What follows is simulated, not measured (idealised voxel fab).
process module | voxel self aligned vias
cross-section cut | 260 nm wide | cells 5 nm
A cross-section is a grid of square cells, given in bands from the top down. A band is one or more rows of cells.
Each band's line starts with the height of the band's top and of its bottom, in nm. Then come its materials from left to right, each with its width in nm. One material with "throughout" fills the band from edge to edge. "air" is empty space.
Height 0 is the level under which the wafer as received is all one material. The lowest band goes on downwards, as in "0 down".
A width such as "30 to 40" changes by the same amount from each row of cells to the next, from the band's top row to its bottom row.
"no change" after a step means that no cell of the cross-section changed.
closed voids: empty space of 8 cells or more with no open way to the top, each as width x height at its distance from the left edge, in nm
after a step's settings: what the simulator itself notes on the step
overlay nm, on a step with a mask: how far to the right of its planned place the mask lay; to the left if negative
plan
1 op RECEIVE | material Si
2 op CONFORMAL_DEP | material SiO2 | thk nm 10
3 op CONFORMAL_DEP | material SiCN | thk nm 5
4 op DIRECTIONAL_DEP | material lowk | thk nm 30
5 op MASKED_ETCH | tone open | mask id LINES | width nm 25 | pitch nm 60 | etch materials lowk | depth nm 30 | overlay nm 0
6 op CONFORMAL_DEP | material TiN | thk nm 5
7 op FILL_DEP | material Ru | thk nm 10
8 op CMP | height nm 45
9 op SELECTIVE_ETCH | etch materials W Ru TiN | depth nm 5
10 op FILL_DEP | material SiN | thk nm 5
11 op CMP | height nm 45
12 op DIRECTIONAL_DEP | material lowk | thk nm 15
13 op PATTERN | tone open | mask id VIAS | material resist | width nm 35 | pitch nm 60 | thk nm 15 | overlay nm 0
14 op DIRECTIONAL_ETCH | etch materials lowk | depth nm 15
15 op DIRECTIONAL_ETCH | etch materials SiN | depth nm 5
16 op STRIP | etch materials resist
17 op CONFORMAL_DEP | material TiN | thk nm 5
18 op FILL_DEP | material Cu | thk nm 10
19 op CMP | height nm 60
20 op CONFORMAL_DEP | material SiCN | thk nm 5
as received, after step 1
  0 down: Si throughout
  closed voids: none
first wafer at the end, as planned
  65 to 60: SiCN throughout
  60 to 50: lowk 50 | TiN 5 | Cu 25 | TiN 5 | lowk 25 | TiN 5 | Cu 25 | TiN 5 | lowk 25 | TiN 5 | Cu 25 | TiN 5 | lowk 55
  50 to 45: lowk 50 | TiN 10 | Cu 15 | TiN 10 | lowk 25 | TiN 10 | Cu 15 | TiN 10 | lowk 25 | TiN 10 | Cu 15 | TiN 10 | lowk 55
  45 to 40: lowk 55 | TiN 25 | lowk 35 | TiN 25 | lowk 35 | TiN 25 | lowk 60
  40 to 20: lowk 55 | TiN 5 | Ru 15 | TiN 5 | lowk 35 | TiN 5 | Ru 15 | TiN 5 | lowk 35 | TiN 5 | Ru 15 | TiN 5 | lowk 60
  20 to 15: lowk 55 | TiN 25 | lowk 35 | TiN 25 | lowk 35 | TiN 25 | lowk 60
  15 to 10: SiCN throughout
  10 to 0: SiO2 throughout
  0 down: Si throughout
  closed voids: none
second wafer at the end: like start, like plan, one mistake
  65 to 60: SiCN throughout
  60 to 50: Cu 45 | TiN 5 | lowk 35 | TiN 5 | Cu 15 | TiN 5 | lowk 35 | TiN 5 | Cu 15 | TiN 5 | lowk 35 | TiN 5 | Cu 50
  50 to 45: TiN 50 | lowk 35 | TiN 25 | lowk 35 | TiN 25 | lowk 35 | TiN 55
  45 to 40: lowk 55 | SiN 25 | lowk 35 | SiN 25 | lowk 35 | SiN 25 | lowk 60
  40 to 20: lowk 55 | TiN 5 | Ru 15 | TiN 5 | lowk 35 | TiN 5 | Ru 15 | TiN 5 | lowk 35 | TiN 5 | Ru 15 | TiN 5 | lowk 60
  20 to 15: lowk 55 | TiN 25 | lowk 35 | TiN 25 | lowk 35 | TiN 25 | lowk 60
  15 to 10: SiCN throughout
  10 to 0: SiO2 throughout
  0 down: Si throughout
  closed voids: none
what went wrong: step 13 ran as: op PATTERN | tone cover | mask id VIAS | material resist | width nm 35 | pitch nm 60 | thk nm 15 | overlay nm 0
at the end the second wafer has, in cells: 11 more of Cu | 15 more of SiN | 4 more of TiN | 30 fewer of lowk
